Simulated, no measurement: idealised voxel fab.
You're looking at the process module voxel self aligned vias.
Pictured: cross-section cut, 235 nm wide, on a grid of 5 nm square cells.
Cross-sections here: square-cell grids, written as top-down lists of bands, a band being one or more rows of cells.
Per band: top height and bottom height in nm, followed by the left-to-right materials and their widths in nm; "full width" marks a single material spanning edge to edge, "blank" marks empty space.
We count height from 0. Below that, the starting wafer is all one material. The lowest band never ends at the bottom but goes on down; see "top 0, no bottom" for how that is written.
A width given as "30 to 40" starts at the first number in the band's top row and ends at the second number in its bottom row, shifting by an equal amount at every step from row to row.
"nothing altered" means the step left every cell of the cross-section as it was.
Any empty space of 8 cells or more lacking an open way to the top shows up in "Closed cavities" as width x height at distance, distance from the left edge, in nm.
Heads up: the bit after the settings on a step's line is the simulator's remark on that step.
The "overlay nm" setting may appear on a step's line; for a step that uses a mask, it gives how far to the right of its planned position the mask lay, and a negative value indicates the left.
### The planned process steps are enumerated hereunder
step 1: RECEIVE | material Si
step 2: CONFORMAL_DEP | material SiO2 | thk nm 15
step 3: CONFORMAL_DEP | material SiCN | thk nm 5
step 4: DIRECTIONAL_DEP | material SiO2 | thk nm 30
step 5: MASKED_ETCH | tone open | mask id LINES | width nm 30 | pitch nm 65 | etch materials SiO2 | depth nm 30 | overlay nm 0
step 6: CONFORMAL_DEP | material TiN | thk nm 5
step 7: FILL_DEP | material Ru | thk nm 10
step 8: CMP | height nm 50
step 9: SELECTIVE_ETCH | etch materials W Ru TiN | depth nm 5
step 10: FILL_DEP | material SiN | thk nm 5
step 11: CMP | height nm 50
step 12: DIRECTIONAL_DEP | material SiO2 | thk nm 20
step 13: DIRECTIONAL_DEP | material aC | thk nm 10
step 14: PATTERN | tone open | mask id VIAS | material resist | width nm 40 | pitch nm 65 | thk nm 25 | overlay nm 0
step 15: DIRECTIONAL_ETCH | etch materials aC | depth nm 10
step 16: STRIP | etch materials resist
step 17: DIRECTIONAL_ETCH | etch materials SiO2 | depth nm 20
step 18: DIRECTIONAL_ETCH | etch materials SiN | depth nm 5
step 19: STRIP | etch materials aC
step 20: CONFORMAL_DEP | material TiN | thk nm 5
step 21: FILL_DEP | material W | thk nm 5
step 22: CMP | height nm 70
step 23: CONFORMAL_DEP | material SiN | thk nm 5
### Received-state cross-section, reflecting completion of step 1
> top 0, no bottom = Si full width
> Closed cavities: none
### Figure: cross-sectional view of the wafer upon completion of the module, processed from the initial state and according to the plan depicted above, with one error introduced during execution
> top 75, bottom 70 = SiN full width
> top 70, bottom 50 = TiN full width
> top 50, bottom 45 = SiO2 (70)  SiN (30)  SiO2 (35)  SiN (30)  SiO2 (70)
> top 45, bottom 25 = SiO2 (70)  TiN (5)  Ru (20)  TiN (5)  SiO2 (35)  TiN (5)  Ru (20)  TiN (5)  SiO2 (70)
> top 25, bottom 20 = SiO2 (70)  TiN (30)  SiO2 (35)  TiN (30)  SiO2 (70)
> top 20, bottom 15 = SiCN full width
> top 15, bottom 0 = SiO2 full width
> top 0, no bottom = Si full width
> Closed cavities: none
It is concluded that the wafer was processed incorrectly with respect to the plan, in that step 12, actual vs plan mismatch, actual run DIRECTIONAL_DEP | material TiN | thk nm 20
